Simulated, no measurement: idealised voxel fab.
process module | voxel self aligned contacts
cross-section cut | 235 nm wide | cells 5 nm
A cross-section is a grid of square cells, given in bands from the top down. A band is one or more rows of cells.
Each band's line starts with the height of the band's top and of its bottom, in nm. Then come its materials from left to right, each with its width in nm. One material with "throughout" fills the band from edge to edge. "air" is empty space.
Height 0 is the level under which the wafer as received is all one material. The lowest band goes on downwards, as in "0 down".
A width such as "30 to 40" changes by the same amount from each row of cells to the next, from the band's top row to its bottom row.
"no change" after a step means that no cell of the cross-section changed.
closed voids: empty space of 8 cells or more with no open way to the top, each as width x height at its distance from the left edge, in nm
after a step's settings: what the simulator itself notes on the step
overlay nm, on a step with a mask: how far to the right of its planned place the mask lay; to the left if negative
plan
1 op RECEIVE | material Si
2 op OXIDIZE | depth nm 5
3 op DIRECTIONAL_DEP | material polySi | thk nm 25
4 op DIRECTIONAL_DEP | material SiN | thk nm 15
5 op MASKED_ETCH | tone cover | mask id GATE | width nm 25 | pitch nm 50 | etch materials SiN | depth nm 15 | overlay nm 0
6 op MASKED_ETCH | tone cover | mask id GATE | width nm 25 | pitch nm 50 | etch materials polySi | depth nm 25 | overlay nm 0
7 op CONFORMAL_DEP | material SiN | thk nm 5
8 op DIRECTIONAL_ETCH | etch materials SiN | depth nm 5
9 op FILL_DEP | material SiO2 | thk nm 20
10 op CMP | height nm 50
11 op PATTERN | tone open | mask id CONTACT | material resist | width nm 35 | thk nm 15 | overlay nm 0
12 op DIRECTIONAL_ETCH | etch materials SiO2 | depth nm 55
13 op STRIP | etch materials resist
14 op CONFORMAL_DEP | material TiN | thk nm 5
15 op FILL_DEP | material W | thk nm 5
16 op CMP | height nm 50
17 op CONFORMAL_DEP | material SiCN | thk nm 5
first wafer, as planned
as received, after step 1
  0 down: Si throughout
  closed voids: none
after step 2
  0 to -5: SiO2 throughout
  below -5: unchanged
after step 3
  25 to 0: polySi throughout
  below 0: unchanged
after step 4
  40 to 25: SiN throughout
  below 25: unchanged
after step 5
  40 to 25: air 80 | SiN 25 | air 25 | SiN 25 | air 80
  below 25: unchanged
after step 6
  40 to 25: air 80 | SiN 25 | air 25 | SiN 25 | air 80
  25 to 0: air 80 | polySi 25 | air 25 | polySi 25 | air 80
  below 0: unchanged
after step 7
  45 to 25: air 75 | SiN 35 | air 15 | SiN 35 | air 75
  25 to 5: air 75 | SiN 5 | polySi 25 | SiN 5 | air 15 | SiN 5 | polySi 25 | SiN 5 | air 75
  5 to 0: SiN 80 | polySi 25 | SiN 25 | polySi 25 | SiN 80
  below 0: unchanged
after step 8
  40 to 25: air 75 | SiN 35 | air 15 | SiN 35 | air 75
  25 to 0: air 75 | SiN 5 | polySi 25 | SiN 5 | air 15 | SiN 5 | polySi 25 | SiN 5 | air 75
  below 0: unchanged
after step 9
  60 to 40: SiO2 throughout
  40 to 25: SiO2 75 | SiN 35 | SiO2 15 | SiN 35 | SiO2 75
  25 to 0: SiO2 75 | SiN 5 | polySi 25 | SiN 5 | SiO2 15 | SiN 5 | polySi 25 | SiN 5 | SiO2 75
  below 0: unchanged
after step 10
  50 to 40: SiO2 throughout
  below 40: unchanged
after step 11
  65 to 50: resist 100 | air 35 | resist 100
  below 50: unchanged
after step 12
  65 to 50: resist 100 | air 35 | resist 100
  50 to 40: SiO2 100 | air 35 | SiO2 100
  40 to 25: SiO2 75 | SiN 35 | air 15 | SiN 35 | SiO2 75
  25 to 0: SiO2 75 | SiN 5 | polySi 25 | SiN 5 | air 15 | SiN 5 | polySi 25 | SiN 5 | SiO2 75
  0 to -5: SiO2 110 | air 15 | SiO2 110
  below -5: unchanged
after step 13
  50 to 40: SiO2 100 | air 35 | SiO2 100
  below 40: unchanged
after step 14
  55 to 50: TiN 105 | air 25 | TiN 105
  50 to 40: SiO2 100 | TiN 5 to 15 | air 25 to 5 | TiN 5 to 15 | SiO2 100
  40 to 25: SiO2 75 | SiN 35 | TiN 5 | air 5 | TiN 5 | SiN 35 | SiO2 75
  25 to 0: SiO2 75 | SiN 5 | polySi 25 | SiN 5 | TiN 5 | air 5 | TiN 5 | SiN 5 | polySi 25 | SiN 5 | SiO2 75
  0 to -5: SiO2 110 | TiN 15 | SiO2 110
  below -5: unchanged
after step 15
  60 to 55: W throughout
  55 to 50: TiN 105 | W 25 | TiN 105
  50 to 40: SiO2 100 | TiN 5 to 15 | W 25 to 5 | TiN 5 to 15 | SiO2 100
  40 to 25: SiO2 75 | SiN 35 | TiN 5 | W 5 | TiN 5 | SiN 35 | SiO2 75
  25 to 0: SiO2 75 | SiN 5 | polySi 25 | SiN 5 | TiN 5 | W 5 | TiN 5 | SiN 5 | polySi 25 | SiN 5 | SiO2 75
  below 0: unchanged
after step 16
  50 to 40: SiO2 100 | TiN 5 to 15 | W 25 to 5 | TiN 5 to 15 | SiO2 100
  below 40: unchanged
after step 17
  55 to 50: SiCN throughout
  below 50: unchanged
second wafer: like start, like plan, one mistake. Through step 10 it matches the first wafer
when step 11 should have ended
  65 to 50: resist 95 | air 45 | resist 95
  below 50: unchanged
when step 12 should have ended
  65 to 50: resist 95 | air 45 | resist 95
  50 to 40: SiO2 95 | air 45 | SiO2 95
  40 to 25: SiO2 75 | SiN 35 | air 15 | SiN 35 | SiO2 75
  25 to 0: SiO2 75 | SiN 5 | polySi 25 | SiN 5 | air 15 | SiN 5 | polySi 25 | SiN 5 | SiO2 75
  0 to -5: SiO2 110 | air 15 | SiO2 110
  below -5: unchanged
when step 13 should have ended
  50 to 40: SiO2 95 | air 45 | SiO2 95
  below 40: unchanged
when step 14 should have ended
  55 to 50: TiN 100 | air 35 | TiN 100
  50 to 40: SiO2 95 | TiN 5 to 20 | air 35 to 5 | TiN 5 to 20 | SiO2 95
  40 to 25: SiO2 75 | SiN 35 | TiN 5 | air 5 | TiN 5 | SiN 35 | SiO2 75
  25 to 0: SiO2 75 | SiN 5 | polySi 25 | SiN 5 | TiN 5 | air 5 | TiN 5 | SiN 5 | polySi 25 | SiN 5 | SiO2 75
  0 to -5: SiO2 110 | TiN 15 | SiO2 110
  below -5: unchanged
when step 15 should have ended
  60 to 55: W throughout
  55 to 50: TiN 100 | W 35 | TiN 100
  50 to 40: SiO2 95 | TiN 5 to 20 | W 35 to 5 | TiN 5 to 20 | SiO2 95
  40 to 25: SiO2 75 | SiN 35 | TiN 5 | W 5 | TiN 5 | SiN 35 | SiO2 75
  25 to 0: SiO2 75 | SiN 5 | polySi 25 | SiN 5 | TiN 5 | W 5 | TiN 5 | SiN 5 | polySi 25 | SiN 5 | SiO2 75
  below 0: unchanged
when step 16 should have ended
  50 to 40: SiO2 95 | TiN 5 to 20 | W 35 to 5 | TiN 5 to 20 | SiO2 95
  below 40: unchanged
when step 17 should have ended
  55 to 50: SiCN throughout
  below 50: unchanged
what went wrong: step 11 ran as: op PATTERN | tone open | mask id CONTACT | material resist | width nm 45 | thk nm 15 | overlay nm 0
at the end the second wafer has, in cells: 4 fewer of SiO2 | 2 more of TiN | 2 more of W
